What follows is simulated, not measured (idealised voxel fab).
Module name: voxel double patterning (process module)
Xsec cut, 210 nm wide, square cell size 5 nm.
Throughout this document, each cross-section is represented as a grid of square cells and is presented as a sequence of bands enumerated from the top downward, where a band comprises one or more rows of cells.
Each band's line starts with the height of the band's top and of its bottom, in nm. Then come its materials from left to right, each with its width in nm. One material with "everywhere" fills the band from edge to edge. "air" is empty space.
Heights are expressed relative to 0, this being the level below which the as-received wafer comprises one material exclusively. The lowest band is unbounded in the downward direction and is denoted as in "0 -> down".
When a width is written as two numbers, as in "30->40", the first number is the width in the top row of cells of the band and the second is the width in its bottom row, and the width changes by the same amount from each row to the next.
Reading "remains unaltered" for a step: not a cell of the cross-section changed in it.
Reported under the label "Closed internal voids" are the empty spaces having no open way to the top and comprising 8 cells or more; the notation for each is width x height at distance, in which the distance is measured from the left edge and all three values are in nm.
Whatever follows a step's settings on its line is a remark the simulator itself makes about that step.
The "overlay nm" setting may appear on a step's line; for a step that uses a mask, it gives how far to the right of its planned position the mask lay, and a negative value indicates the left.
### The process steps that were planned are listed below
step 1: RECEIVE: material Si
step 2: CONFORMAL_DEP: material SiO2, thk nm 10
step 3: DIRECTIONAL_DEP: material polySi, thk nm 10
step 4: DIRECTIONAL_DEP: material SiN, thk nm 10
step 5: DIRECTIONAL_DEP: material aC, thk nm 10
step 6: PATTERN: tone open, mask id FIRST, material resist, width nm 15, pitch nm 50, thk nm 25, overlay nm 0
step 7: DIRECTIONAL_ETCH: etch materials aC, depth nm 10
step 8: STRIP: etch materials resist
step 9: DIRECTIONAL_ETCH: etch materials SiN, depth nm 10
step 10: STRIP: etch materials aC
step 11: MASKED_ETCH: tone open, mask id SECOND, width nm 15, pitch nm 50, etch materials SiN, depth nm 10, overlay nm 0
step 12: DIRECTIONAL_ETCH: etch materials polySi, depth nm 10
step 13: STRIP: etch materials SiN
### Cross-section, incoming material, after step 1
- 0 -> down = Si everywhere
- Closed internal voids: none
### One mistake in running the module, otherwise start and plan as above: cross-section at the end
- 20 -> 15 = polySi: 45, air: 15, polySi: 10, air: 15, polySi: 10, air: 15, polySi: 10, air: 15, polySi: 10, air: 15, polySi: 50
- 15 -> 10 = polySi everywhere
- 10 -> 0 = SiO2 everywhere
- 0 -> down = Si everywhere
- Closed internal voids: none
Processing error: step 12 changed vs plan, executed as DIRECTIONAL_ETCH: etch materials polySi, depth nm 5
